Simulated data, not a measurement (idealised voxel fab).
process module | voxel fin reveal
cross-section cut | 280 nm wide | cells 5 nm
A cross-section is a grid of square cells, given in bands from the top down. A band is one or more rows of cells.
Each band's line starts with the height of the band's top and of its bottom, in nm. Then come its materials from left to right, each with its width in nm. One material with "throughout" fills the band from edge to edge. "air" is empty space.
Height 0 is the level under which the wafer as received is all one material. The lowest band goes on downwards, as in "0 down".
A width such as "30 to 40" changes by the same amount from each row of cells to the next, from the band's top row to its bottom row.
"no change" after a step means that no cell of the cross-section changed.
closed voids: empty space of 8 cells or more with no open way to the top, each as width x height at its distance from the left edge, in nm
after a step's settings: what the simulator itself notes on the step
overlay nm, on a step with a mask: how far to the right of its planned place the mask lay; to the left if negative
plan
1 op RECEIVE | material Si
2 op CONFORMAL_DEP | material SiN | thk nm 5
3 op MASKED_ETCH | tone cover | mask id FINS | width nm 15 | pitch nm 40 | etch materials SiN | depth nm 5 | overlay nm 0
4 op MASKED_ETCH | tone cover | mask id FINS | width nm 15 | pitch nm 40 | etch materials Si | depth nm 35 | overlay nm 0
5 op OXIDIZE | depth nm 5
6 op FILL_DEP | material SiO2 | thk nm 15
7 op CMP | height nm 5
8 op SELECTIVE_ETCH | etch materials SiO2 | depth nm 30
9 op STRIP | etch materials SiN
as received, after step 1
  0 down: Si throughout
  closed voids: none
a wafer at the end: this start, this plan, one mistake
  0 to -25: air 95 | Si 5 | air 35 | Si 5 | air 35 | Si 5 | air 100
  -25 to -50: SiO2 95 | Si 5 | SiO2 35 | Si 5 | SiO2 35 | Si 5 | SiO2 100
  -50 down: Si throughout
  closed voids: none
what went wrong: step 4 ran as: op MASKED_ETCH | tone cover | mask id FINS | width nm 15 | pitch nm 40 | etch materials Si | depth nm 45 | overlay nm 0
